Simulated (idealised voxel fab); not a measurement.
Title: Process Module voxel self aligned vias
Square cells of 5 nm make up the cross-section cut, whose width is 275 nm.
A cross-section in this document is a grid of square cells, and it is written down as bands, the top band listed before the ones below it; a band is made up of one or more rows of cells.
What a band's entry tells you: where the top is and where the bottom is, as heights in nm, and after that what lies inside, material by material from left to right, each with its width in nm. Empty space is written as the word "blank", and a single material marked with the word "edge to edge" occupies the band from edge to edge.
The level at which height equals 0 is the one under which the wafer, as it arrives, is entirely one material. No lower edge exists for the bottom band, which continues downward and is notated as in "0 -> down".
Note: "30 to 40" means the width goes from the first number (top row of the band) to the second number (bottom row) in equal steps per row of cells.
The designation "nothing different", where it is given for a processing step, indicates that no cell of the cross-section was altered in the course of that step.
Heads up: "Sealed internal cavities" only lists the empty pockets with no open path to the top that are 8 cells or more, and it writes them as width x height at distance, distance from the left edge, in nm.
What comes after the settings on a step's line is commentary from the simulator itself on that step.
The setting "overlay nm" may be written on the line of a step. When the step uses a mask, the value reports how far to the right of the planned place the mask lay, and a negative value reports that it lay to the left.
Planned process steps
| 1 | RECEIVE [material Si] |
| 2 | CONFORMAL_DEP [material SiO2] [thk nm 10] |
| 3 | CONFORMAL_DEP [material SiCN] [thk nm 5] |
| 4 | DIRECTIONAL_DEP [material lowk] [thk nm 20] |
| 5 | DIRECTIONAL_DEP [material aC] [thk nm 15] |
| 6 | PATTERN [tone open] [mask id LINES] [material resist] [width nm 25] [pitch nm 60] [thk nm 35] [overlay nm 0] |
| 7 | DIRECTIONAL_ETCH [etch materials aC] [depth nm 15] |
| 8 | STRIP [etch materials resist] |
| 9 | DIRECTIONAL_ETCH [etch materials lowk] [depth nm 20] |
| 10 | STRIP [etch materials aC] |
| 11 | CONFORMAL_DEP [material TiN] [thk nm 5] |
| 12 | FILL_DEP [material W] [thk nm 5] |
| 13 | CMP [height nm 35] |
| 14 | SELECTIVE_ETCH [etch materials W Ru TiN] [depth nm 5] |
| 15 | FILL_DEP [material SiN] [thk nm 10] |
| 16 | CMP [height nm 35] |
| 17 | DIRECTIONAL_DEP [material lowk] [thk nm 20] |
| 18 | PATTERN [tone open] [mask id VIAS] [material resist] [width nm 35] [pitch nm 120] [thk nm 20] [overlay nm 0] |
| 19 | DIRECTIONAL_ETCH [etch materials lowk] [depth nm 20] |
| 20 | DIRECTIONAL_ETCH [etch materials SiN] [depth nm 5] |
| 21 | STRIP [etch materials resist] |
| 22 | CONFORMAL_DEP [material TiN] [thk nm 5] |
| 23 | FILL_DEP [material W] [thk nm 10] |
| 24 | CMP [height nm 55] |
| 25 | CONFORMAL_DEP [material SiCN] [thk nm 5] |
As-received state of the wafer in cross-section, equivalent to post-step 1
* 0 -> down  Si edge to edge
* Sealed internal cavities: none
First wafer at the end, as planned
* 60 -> 55  SiCN edge to edge
* 55 -> 40  60 nm lowk / 5 nm TiN / 25 nm W / 5 nm TiN / 85 nm lowk / 5 nm TiN / 25 nm W / 5 nm TiN / 60 nm lowk
* 40 -> 35  60 nm lowk / 10 nm TiN / 15 nm W / 10 nm TiN / 85 nm lowk / 10 nm TiN / 15 nm W / 10 nm TiN / 60 nm lowk
* 35 -> 30  65 nm lowk / 25 nm TiN / 35 nm lowk / 25 nm SiN / 35 nm lowk / 25 nm TiN / 65 nm lowk
* 30 -> 20  65 nm lowk / 5 nm TiN / 15 nm W / 5 nm TiN / 35 nm lowk / 5 nm TiN / 15 nm W / 5 nm TiN / 35 nm lowk / 5 nm TiN / 15 nm W / 5 nm TiN / 65 nm lowk
* 20 -> 15  65 nm lowk / 25 nm TiN / 35 nm lowk / 25 nm TiN / 35 nm lowk / 25 nm TiN / 65 nm lowk
* 15 -> 10  SiCN edge to edge
* 10 -> 0  SiO2 edge to edge
* 0 -> down  Si edge to edge
* Sealed internal cavities: none
Same start, same plan as the first wafer - but one mistake in the run. Cross-section of the second of the two at the end of the module
* 60 -> 55  SiCN edge to edge
* 55 -> 40  55 nm W / 5 nm TiN / 35 nm lowk / 5 nm TiN / 75 nm W / 5 nm TiN / 35 nm lowk / 5 nm TiN / 55 nm W
* 40 -> 35  60 nm TiN / 35 nm lowk / 35 nm TiN / 15 nm W / 35 nm TiN / 35 nm lowk / 60 nm TiN
* 35 -> 30  65 nm lowk / 25 nm SiN / 35 nm lowk / 25 nm TiN / 35 nm lowk / 25 nm SiN / 65 nm lowk
* 30 -> 20  65 nm lowk / 5 nm TiN / 15 nm W / 5 nm TiN / 35 nm lowk / 5 nm TiN / 15 nm W / 5 nm TiN / 35 nm lowk / 5 nm TiN / 15 nm W / 5 nm TiN / 65 nm lowk
* 20 -> 15  65 nm lowk / 25 nm TiN / 35 nm lowk / 25 nm TiN / 35 nm lowk / 25 nm TiN / 65 nm lowk
* 15 -> 10  SiCN edge to edge
* 10 -> 0  SiO2 edge to edge
* 0 -> down  Si edge to edge
* Sealed internal cavities: none
Heads up, the wafer didn't run the way we planned it: rather than as planned, step 18 actually ran as PATTERN [tone cover] [mask id VIAS] [material resist] [width nm 35] [pitch nm 120] [thk nm 20] [overlay nm 0]
Counted in cells at the end, the second wafer holds more or fewer of these materials than the first: SiN +5, TiN +25, W +78, lowk -108
